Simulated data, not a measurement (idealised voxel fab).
process module | voxel air gaps
cross-section cut | 205 nm wide | cells 5 nm
A cross-section is a grid of square cells, given in bands from the top down. A band is one or more rows of cells.
Each band's line starts with the height of the band's top and of its bottom, in nm. Then come its materials from left to right, each with its width in nm. One material with "throughout" fills the band from edge to edge. "air" is empty space.
Height 0 is the level under which the wafer as received is all one material. The lowest band goes on downwards, as in "0 down".
A width such as "30 to 40" changes by the same amount from each row of cells to the next, from the band's top row to its bottom row.
"no change" after a step means that no cell of the cross-section changed.
closed voids: empty space of 8 cells or more with no open way to the top, each as width x height at its distance from the left edge, in nm
after a step's settings: what the simulator itself notes on the step
overlay nm, on a step with a mask: how far to the right of its planned place the mask lay; to the left if negative
plan
1 op RECEIVE | material Si
2 op CONFORMAL_DEP | material SiO2 | thk nm 10
3 op CONFORMAL_DEP | material SiN | thk nm 5
4 op DIRECTIONAL_DEP | material lowk | thk nm 35
5 op PATTERN | tone open | mask id LINES | material resist | width nm 20 | pitch nm 50 | thk nm 20 | overlay nm 0
6 op DIRECTIONAL_ETCH | etch materials lowk | depth nm 35
7 op STRIP | etch materials resist
8 op CONFORMAL_DEP | material TiN | thk nm 5
9 op FILL_DEP | material Cu | thk nm 10
10 op CMP | height nm 50
11 op EPI | material Ru | thk nm 10
12 op SELECTIVE_ETCH | etch materials lowk | depth nm 45
13 op CONFORMAL_DEP | material SiCN | thk nm 5
as received, after step 1
  0 down: Si throughout
  closed voids: none
a wafer at the end: this start, this plan, one mistake
  55 to 50: SiCN throughout
  50 to 45: SiN throughout
  45 to 10: lowk throughout
  10 to 0: SiO2 throughout
  0 down: Si throughout
  closed voids: none
what went wrong: steps 3 and 4 were swapped
